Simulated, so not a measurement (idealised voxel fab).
The document below concerns the process module designated voxel self aligned vias.
Cross-section cut: width 170 nm, square cells of 5 nm.
How to read a cross-section here: the picture is a grid of square cells, written as bands going from the top down, and any band can span one or more rows of cells.
Heights first: top, then bottom, in nm. Then materials, left to right, each with a width in nm. "all across" on a single material: fills the band edge to edge. "empty": empty space.
For the purposes of this specification, 0 denotes the height below which the wafer in its as-received condition is composed wholly of one material, and the lowermost band, lacking a lower limit, extends downward without end, as expressed in "0 and below".
Read "30..40" as a graded width: first number on top, second number at the bottom, same change between each pair of neighbouring rows.
"no alteration" for a step: no cell of the cross-section changed in that step.
The entry "Enclosed cavities" lists the empty spaces that cover at least 8 cells and have no open path to the top. Each is written as width x height at distance, where the distance is measured from the left edge and all three values are in nm.
Read whatever lies past the settings on a step's line as the simulator's own remark about the step.
"overlay nm", when on a step's line for a step with a mask, measures how far to the right of its planned place the mask lay; a negative measure means to the left.
### This section lists the process steps that were planned
1. RECEIVE | material Si
2. CONFORMAL_DEP | material SiO2 | thk nm 15
3. CONFORMAL_DEP | material SiCN | thk nm 5
4. DIRECTIONAL_DEP | material lowk | thk nm 30
5. PATTERN | tone open | mask id LINES | material resist | width nm 25 | pitch nm 50 | thk nm 20 | overlay nm 0
6. DIRECTIONAL_ETCH | etch materials lowk | depth nm 30
7. STRIP | etch materials resist
8. CONFORMAL_DEP | material TiN | thk nm 5
9. FILL_DEP | material W | thk nm 5
10. CMP | height nm 50
11. SELECTIVE_ETCH | etch materials W Ru TiN | depth nm 5
12. FILL_DEP | material SiN | thk nm 5
13. CMP | height nm 50
14. DIRECTIONAL_DEP | material lowk | thk nm 15
15. MASKED_ETCH | tone open | mask id VIAS | width nm 35 | pitch nm 100 | etch materials lowk | depth nm 15 | overlay nm 0
16. MASKED_ETCH | tone open | mask id VIAS | width nm 35 | pitch nm 100 | etch materials SiN | depth nm 5 | overlay nm 0
17. CONFORMAL_DEP | material TiN | thk nm 5
18. FILL_DEP | material W | thk nm 10
19. CMP | height nm 65
20. CONFORMAL_DEP | material SiN | thk nm 5
### First out of two wafers; run went to plan
### Cross-section, incoming material, after step 1
> 0 and below: Si all across
> Enclosed cavities: none
### Wafer section view after processing step 2
> 15 down to 0: SiO2 all across
> Below 0, no change.
### Wafer section view after processing step 3
> 20 down to 15: SiCN all across
> Below 15, no change.
### Wafer section view after processing step 4
> 50 down to 20: lowk all across
> Below 20, no change.
### Wafer section view after processing step 5
> 70 down to 50: 20 nm resist, 25 nm empty, 25 nm resist, 25 nm empty, 25 nm resist, 25 nm empty, 25 nm resist
> Below 50, no change.
### Wafer section view after processing step 6
> 70 down to 50: 20 nm resist, 25 nm empty, 25 nm resist, 25 nm empty, 25 nm resist, 25 nm empty, 25 nm resist
> 50 down to 20: 20 nm lowk, 25 nm empty, 25 nm lowk, 25 nm empty, 25 nm lowk, 25 nm empty, 25 nm lowk
> Below 20, no change.
### Wafer section view after processing step 7
> 50 down to 20: 20 nm lowk, 25 nm empty, 25 nm lowk, 25 nm empty, 25 nm lowk, 25 nm empty, 25 nm lowk
> Below 20, no change.
### Wafer section view after processing step 8
> 55 down to 50: 25 nm TiN, 15 nm empty, 35 nm TiN, 15 nm empty, 35 nm TiN, 15 nm empty, 30 nm TiN
> 50 down to 25: 20 nm lowk, 5 nm TiN, 15 nm empty, 5 nm TiN, 25 nm lowk, 5 nm TiN, 15 nm empty, 5 nm TiN, 25 nm lowk, 5 nm TiN, 15 nm empty, 5 nm TiN, 25 nm lowk
> 25 down to 20: 20 nm lowk, 25 nm TiN, 25 nm lowk, 25 nm TiN, 25 nm lowk, 25 nm TiN, 25 nm lowk
> Below 20, no change.
### Wafer section view after processing step 9
> 60 down to 55: W all across
> 55 down to 50: 25 nm TiN, 15 nm W, 35 nm TiN, 15 nm W, 35 nm TiN, 15 nm W, 30 nm TiN
> 50 down to 25: 20 nm lowk, 5 nm TiN, 15 nm W, 5 nm TiN, 25 nm lowk, 5 nm TiN, 15 nm W, 5 nm TiN, 25 nm lowk, 5 nm TiN, 15 nm W, 5 nm TiN, 25 nm lowk
> Below 25, no change.
### Wafer section view after processing step 10
> 50 down to 25: 20 nm lowk, 5 nm TiN, 15 nm W, 5 nm TiN, 25 nm lowk, 5 nm TiN, 15 nm W, 5 nm TiN, 25 nm lowk, 5 nm TiN, 15 nm W, 5 nm TiN, 25 nm lowk
> Below 25, no change.
### Wafer section view after processing step 11
> 50 down to 45: 20 nm lowk, 25 nm empty, 25 nm lowk, 25 nm empty, 25 nm lowk, 25 nm empty, 25 nm lowk
> Below 45, no change.
### Wafer section view after processing step 12
> 55 down to 50: SiN all across
> 50 down to 45: 20 nm lowk, 25 nm SiN, 25 nm lowk, 25 nm SiN, 25 nm lowk, 25 nm SiN, 25 nm lowk
> Below 45, no change.
### Wafer section view after processing step 13
> 50 down to 45: 20 nm lowk, 25 nm SiN, 25 nm lowk, 25 nm SiN, 25 nm lowk, 25 nm SiN, 25 nm lowk
> Below 45, no change.
### Wafer section view after processing step 14
> 65 down to 50: lowk all across
> Below 50, no change.
### Wafer section view after processing step 15
> 65 down to 50: 15 nm lowk, 35 nm empty, 65 nm lowk, 35 nm empty, 20 nm lowk
> Below 50, no change.
### Wafer section view after processing step 16
> 65 down to 50: 15 nm lowk, 35 nm empty, 65 nm lowk, 35 nm empty, 20 nm lowk
> 50 down to 45: 20 nm lowk, 25 nm empty, 25 nm lowk, 25 nm SiN, 25 nm lowk, 25 nm empty, 25 nm lowk
> Below 45, no change.
### Wafer section view after processing step 17
> 70 down to 65: 20 nm TiN, 25 nm empty, 75 nm TiN, 25 nm empty, 25 nm TiN
> 65 down to 55: 15 nm lowk, 5 nm TiN, 25 nm empty, 5 nm TiN, 65 nm lowk, 5 nm TiN, 25 nm empty, 5 nm TiN, 20 nm lowk
> 55 down to 50: 15 nm lowk, 10 nm TiN, 15 nm empty, 10 nm TiN, 65 nm lowk, 10 nm TiN, 15 nm empty, 10 nm TiN, 20 nm lowk
> 50 down to 45: 20 nm lowk, 25 nm TiN, 25 nm lowk, 25 nm SiN, 25 nm lowk, 25 nm TiN, 25 nm lowk
> Below 45, no change.
### Wafer section view after processing step 18
> 80 down to 70: W all across
> 70 down to 65: 20 nm TiN, 25 nm W, 75 nm TiN, 25 nm W, 25 nm TiN
> 65 down to 55: 15 nm lowk, 5 nm TiN, 25 nm W, 5 nm TiN, 65 nm lowk, 5 nm TiN, 25 nm W, 5 nm TiN, 20 nm lowk
> 55 down to 50: 15 nm lowk, 10 nm TiN, 15 nm W, 10 nm TiN, 65 nm lowk, 10 nm TiN, 15 nm W, 10 nm TiN, 20 nm lowk
> Below 50, no change.
### Wafer section view after processing step 19
> 65 down to 55: 15 nm lowk, 5 nm TiN, 25 nm W, 5 nm TiN, 65 nm lowk, 5 nm TiN, 25 nm W, 5 nm TiN, 20 nm lowk
> Below 55, no change.
### Wafer section view after processing step 20
> 70 down to 65: SiN all across
> Below 65, no change.
### Wafer two of the pair: same origin, same plan, one error during the run; identical to wafer one up to and including step 1
### Cross-sectional representation of the second wafer at the time designated in the plan for the completion of step 2
> 30 down to 0: SiO2 all across
> Below 0, no change.
### Cross-sectional representation of the second wafer at the time designated in the plan for the completion of step 3
> 35 down to 30: SiCN all across
> Below 30, no change.
### Cross-sectional representation of the second wafer at the time designated in the plan for the completion of step 4
> 65 down to 35: lowk all across
> Below 35, no change.
### Cross-sectional representation of the second wafer at the time designated in the plan for the completion of step 5
> 85 down to 65: 20 nm resist, 25 nm empty, 25 nm resist, 25 nm empty, 25 nm resist, 25 nm empty, 25 nm resist
> Below 65, no change.
### Cross-sectional representation of the second wafer at the time designated in the plan for the completion of step 6
> 85 down to 65: 20 nm resist, 25 nm empty, 25 nm resist, 25 nm empty, 25 nm resist, 25 nm empty, 25 nm resist
> 65 down to 35: 20 nm lowk, 25 nm empty, 25 nm lowk, 25 nm empty, 25 nm lowk, 25 nm empty, 25 nm lowk
> Below 35, no change.
### Cross-sectional representation of the second wafer at the time designated in the plan for the completion of step 7
> 65 down to 35: 20 nm lowk, 25 nm empty, 25 nm lowk, 25 nm empty, 25 nm lowk, 25 nm empty, 25 nm lowk
> Below 35, no change.
### Cross-sectional representation of the second wafer at the time designated in the plan for the completion of step 8
> 70 down to 65: 25 nm TiN, 15 nm empty, 35 nm TiN, 15 nm empty, 35 nm TiN, 15 nm empty, 30 nm TiN
> 65 down to 40: 20 nm lowk, 5 nm TiN, 15 nm empty, 5 nm TiN, 25 nm lowk, 5 nm TiN, 15 nm empty, 5 nm TiN, 25 nm lowk, 5 nm TiN, 15 nm empty, 5 nm TiN, 25 nm lowk
> 40 down to 35: 20 nm lowk, 25 nm TiN, 25 nm lowk, 25 nm TiN, 25 nm lowk, 25 nm TiN, 25 nm lowk
> Below 35, no change.
### Cross-sectional representation of the second wafer at the time designated in the plan for the completion of step 9
> 75 down to 70: W all across
> 70 down to 65: 25 nm TiN, 15 nm W, 35 nm TiN, 15 nm W, 35 nm TiN, 15 nm W, 30 nm TiN
> 65 down to 40: 20 nm lowk, 5 nm TiN, 15 nm W, 5 nm TiN, 25 nm lowk, 5 nm TiN, 15 nm W, 5 nm TiN, 25 nm lowk, 5 nm TiN, 15 nm W, 5 nm TiN, 25 nm lowk
> Below 40, no change.
### Cross-sectional representation of the second wafer at the time designated in the plan for the completion of step 10
> 50 down to 40: 20 nm lowk, 5 nm TiN, 15 nm W, 5 nm TiN, 25 nm lowk, 5 nm TiN, 15 nm W, 5 nm TiN, 25 nm lowk, 5 nm TiN, 15 nm W, 5 nm TiN, 25 nm lowk
> Below 40, no change.
### Cross-sectional representation of the second wafer at the time designated in the plan for the completion of step 11
> 50 down to 45: 20 nm lowk, 25 nm empty, 25 nm lowk, 25 nm empty, 25 nm lowk, 25 nm empty, 25 nm lowk
> Below 45, no change.
### Cross-sectional representation of the second wafer at the time designated in the plan for the completion of step 12
> 55 down to 50: SiN all across
> 50 down to 45: 20 nm lowk, 25 nm SiN, 25 nm lowk, 25 nm SiN, 25 nm lowk, 25 nm SiN, 25 nm lowk
> Below 45, no change.
### Cross-sectional representation of the second wafer at the time designated in the plan for the completion of step 13
> 50 down to 45: 20 nm lowk, 25 nm SiN, 25 nm lowk, 25 nm SiN, 25 nm lowk, 25 nm SiN, 25 nm lowk
> Below 45, no change.
### Cross-sectional representation of the second wafer at the time designated in the plan for the completion of step 14
> 65 down to 50: lowk all across
> Below 50, no change.
### Cross-sectional representation of the second wafer at the time designated in the plan for the completion of step 15
> 65 down to 50: 15 nm lowk, 35 nm empty, 65 nm lowk, 35 nm empty, 20 nm lowk
> Below 50, no change.
### Cross-sectional representation of the second wafer at the time designated in the plan for the completion of step 16
> 65 down to 50: 15 nm lowk, 35 nm empty, 65 nm lowk, 35 nm empty, 20 nm lowk
> 50 down to 45: 20 nm lowk, 25 nm empty, 25 nm lowk, 25 nm SiN, 25 nm lowk, 25 nm empty, 25 nm lowk
> Below 45, no change.
### Cross-sectional representation of the second wafer at the time designated in the plan for the completion of step 17
> 70 down to 65: 20 nm TiN, 25 nm empty, 75 nm TiN, 25 nm empty, 25 nm TiN
> 65 down to 55: 15 nm lowk, 5 nm TiN, 25 nm empty, 5 nm TiN, 65 nm lowk, 5 nm TiN, 25 nm empty, 5 nm TiN, 20 nm lowk
> 55 down to 50: 15 nm lowk, 10 nm TiN, 15 nm empty, 10 nm TiN, 65 nm lowk, 10 nm TiN, 15 nm empty, 10 nm TiN, 20 nm lowk
> 50 down to 45: 20 nm lowk, 25 nm TiN, 25 nm lowk, 25 nm SiN, 25 nm lowk, 25 nm TiN, 25 nm lowk
> Below 45, no change.
### Cross-sectional representation of the second wafer at the time designated in the plan for the completion of step 18
> 80 down to 70: W all across
> 70 down to 65: 20 nm TiN, 25 nm W, 75 nm TiN, 25 nm W, 25 nm TiN
> 65 down to 55: 15 nm lowk, 5 nm TiN, 25 nm W, 5 nm TiN, 65 nm lowk, 5 nm TiN, 25 nm W, 5 nm TiN, 20 nm lowk
> 55 down to 50: 15 nm lowk, 10 nm TiN, 15 nm W, 10 nm TiN, 65 nm lowk, 10 nm TiN, 15 nm W, 10 nm TiN, 20 nm lowk
> Below 50, no change.
### Cross-sectional representation of the second wafer at the time designated in the plan for the completion of step 19
> 65 down to 55: 15 nm lowk, 5 nm TiN, 25 nm W, 5 nm TiN, 65 nm lowk, 5 nm TiN, 25 nm W, 5 nm TiN, 20 nm lowk
> Below 55, no change.
### Cross-sectional representation of the second wafer at the time designated in the plan for the completion of step 20
> 70 down to 65: SiN all across
> Below 65, no change.
Deviation from plan: regarding the plan, step 2 was run twice
Final tally in cells, some materials are higher or lower on the second wafer than on the first: SiO2: 102 more | TiN: 18 fewer | W: 27 fewer | lowk: 57 fewer
